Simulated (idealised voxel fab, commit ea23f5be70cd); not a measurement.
Process module, titled voxel gate over fins
The width of the displayed cross-section, cut, is 185 nm; its cells are square, with a size of 5 nm.
Cross-section spec: square-cell grid; bands listed top down; each band is one or more rows.
Band: top height; bottom height; in nm. Then, left to right: material with width in nm, for each material. "full width": a single material spanning edge to edge. "air": empty space.
Height datum 0, below which the as-received substrate wafer is one material. Lowest band open at the bottom, running downward: "0 nm and below".
The notation "30..40" denotes a width that varies across the rows of cells in the band, beginning at the first number in the top row, finishing at the second number in the bottom row, and changing by an identical amount from each row to the next.
Step note "remained unchanged" = no cross-section cell changed.
Entry "Non-vented voids". Content: empty spaces with no open connection to the top, size 8 cells or greater. Each: width x height at distance. Distance: from left edge. Unit: nm.
If you see something after the settings on a step's line, that's the simulator's own remark about that step.
A step line may carry the setting "overlay nm", which, for steps involving a mask, states the distance by which the mask lay to the right of its intended position; negative values denote displacement to the left.
**Here's what the planned process steps look like**
1,RECEIVE (material Si)
2,CONFORMAL_DEP (material SiN; thk nm 5)
3,PATTERN (tone cover; mask id FINS; material resist; width nm 15; pitch nm 35; thk nm 20; overlay nm 0)
4,DIRECTIONAL_ETCH (etch materials SiN; depth nm 5)
5,DIRECTIONAL_ETCH (etch materials Si; depth nm 40)
6,STRIP (etch materials resist)
7,FILL_DEP (material SiO2; thk nm 10)
8,CMP (height nm 5)
9,SELECTIVE_ETCH (etch materials SiO2; depth nm 15)
10,STRIP (etch materials SiN)
11,CONFORMAL_DEP (material HfO2; thk nm 5)
12,CONFORMAL_DEP (material TiN; thk nm 5)
13,FILL_DEP (material W; thk nm 10)
14,CMP (height nm 15)
15,CONFORMAL_DEP (material SiCN; thk nm 10)
**Cross-section of the wafer upon arrival, representing the state reached after step 1**
> 0 nm and below  Si full width
> Non-vented voids: none
**first wafer at the end, as planned**
> 25 nm to 15 nm  SiCN full width
> 15 nm to 10 nm  W full width
> 10 nm to 5 nm  W 40 nm, then TiN 105 nm, then W 40 nm
> 5 nm to 0 nm  W 40 nm, then TiN 5 nm, then HfO2 25 nm, then TiN 10 nm, then HfO2 25 nm, then TiN 10 nm, then HfO2 25 nm, then TiN 5 nm, then W 40 nm
> 0 nm to -5 nm  TiN 45 nm, then HfO2 5 nm, then Si 15 nm, then HfO2 5 nm, then TiN 10 nm, then HfO2 5 nm, then Si 15 nm, then HfO2 5 nm, then TiN 10 nm, then HfO2 5 nm, then Si 15 nm, then HfO2 5 nm, then TiN 45 nm
> -5 nm to -10 nm  HfO2 50 nm, then Si 15 nm, then HfO2 20 nm, then Si 15 nm, then HfO2 20 nm, then Si 15 nm, then HfO2 50 nm
> -10 nm to -40 nm  SiO2 50 nm, then Si 15 nm, then SiO2 20 nm, then Si 15 nm, then SiO2 20 nm, then Si 15 nm, then SiO2 50 nm
> -40 nm and below  Si full width
> Non-vented voids: none
**Second of two wafers, module complete, sectioned: it shares the first wafer's start and plan but was run with one mistake**
> 25 nm to 15 nm  SiCN full width
> 15 nm to 10 nm  W full width
> 10 nm to 5 nm  W 40 nm, then TiN 105 nm, then W 40 nm
> 5 nm to 0 nm  W 40 nm, then TiN 5 nm, then HfO2 25 nm, then TiN 10 nm, then HfO2 25 nm, then TiN 10 nm, then HfO2 25 nm, then TiN 5 nm, then W 40 nm
> 0 nm to -15 nm  W 40 nm, then TiN 5 nm, then HfO2 5 nm, then Si 15 nm, then HfO2 5 nm, then TiN 10 nm, then HfO2 5 nm, then Si 15 nm, then HfO2 5 nm, then TiN 10 nm, then HfO2 5 nm, then Si 15 nm, then HfO2 5 nm, then TiN 5 nm, then W 40 nm
> -15 nm to -20 nm  TiN 45 nm, then HfO2 5 nm, then Si 15 nm, then HfO2 5 nm, then TiN 10 nm, then HfO2 5 nm, then Si 15 nm, then HfO2 5 nm, then TiN 10 nm, then HfO2 5 nm, then Si 15 nm, then HfO2 5 nm, then TiN 45 nm
> -20 nm to -25 nm  HfO2 50 nm, then Si 15 nm, then HfO2 20 nm, then Si 15 nm, then HfO2 20 nm, then Si 15 nm, then HfO2 50 nm
> -25 nm to -40 nm  SiO2 50 nm, then Si 15 nm, then SiO2 20 nm, then Si 15 nm, then SiO2 20 nm, then Si 15 nm, then SiO2 50 nm
> -40 nm and below  Si full width
> Non-vented voids: none
What was done differently from what was planned? step 9, plan: ran twice
at the end the second wafer has, in cells: HfO2 +18, SiO2 -84, TiN +18, W +48
